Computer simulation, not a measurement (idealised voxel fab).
process module | voxel ribs on slabs
cross-section cut | 160 nm wide | cells 5 nm
A cross-section is a grid of square cells, given in bands from the top down. A band is one or more rows of cells.
Each band's line starts with the height of the band's top and of its bottom, in nm. Then come its materials from left to right, each with its width in nm. One material with "throughout" fills the band from edge to edge. "air" is empty space.
Height 0 is the level under which the wafer as received is all one material. The lowest band goes on downwards, as in "0 down".
A width such as "30 to 40" changes by the same amount from each row of cells to the next, from the band's top row to its bottom row.
"no change" after a step means that no cell of the cross-section changed.
closed voids: empty space of 8 cells or more with no open way to the top, each as width x height at its distance from the left edge, in nm
after a step's settings: what the simulator itself notes on the step
overlay nm, on a step with a mask: how far to the right of its planned place the mask lay; to the left if negative
plan
1 op RECEIVE | material Si
2 op DIRECTIONAL_DEP | material SiO2 | thk nm 25
3 op DIRECTIONAL_DEP | material SiN | thk nm 15
4 op DIRECTIONAL_DEP | material aC | thk nm 10
5 op PATTERN | tone cover | mask id RIB | material resist | width nm 30 | thk nm 30 | overlay nm 0
6 op DIRECTIONAL_ETCH | etch materials aC | depth nm 10
7 op STRIP | etch materials resist
8 op DIRECTIONAL_ETCH | etch materials SiN | depth nm 10
9 op STRIP | etch materials aC
10 op DIRECTIONAL_DEP | material aC | thk nm 15
11 op PATTERN | tone cover | mask id SLAB | material resist | width nm 90 | thk nm 30 | overlay nm 0
12 op DIRECTIONAL_ETCH | etch materials aC | depth nm 15
13 op STRIP | etch materials resist
14 op DIRECTIONAL_ETCH | etch materials SiN | depth nm 10
15 op STRIP | etch materials aC
16 op FILL_DEP | material SiO2 | thk nm 25
17 op CMP | height nm 65
18 op DIRECTIONAL_DEP | material TiN | thk nm 5
19 op DIRECTIONAL_DEP | material aC | thk nm 15
20 op PATTERN | tone cover | mask id HEATER | material resist | width nm 40 | thk nm 30 | overlay nm 0
21 op DIRECTIONAL_ETCH | etch materials aC | depth nm 15
22 op STRIP | etch materials resist
23 op DIRECTIONAL_ETCH | etch materials TiN | depth nm 5
24 op STRIP | etch materials aC
25 op CONFORMAL_DEP | material SiN | thk nm 5
varied across the wafers: thk nm of step 3. The plan shows the first wafer's value. All wafers start alike
first wafer as received, after step 1
  0 down: Si throughout
  closed voids: none
each wafer at the end: cells of each material gained (+) or lost (-) since it was received, then its closed voids
thk nm 15 | +64 SiN | +386 SiO2 | +8 TiN | closed voids: none
thk nm 20 | +82 SiN | +368 SiO2 | +8 TiN | closed voids: none
thk nm 25 | +114 SiN | +336 SiO2 | +8 TiN | closed voids: none
thk nm 30 | +146 SiN | +304 SiO2 | +8 TiN | closed voids: none
thk nm 35 | +178 SiN | +272 SiO2 | +8 TiN | closed voids: none
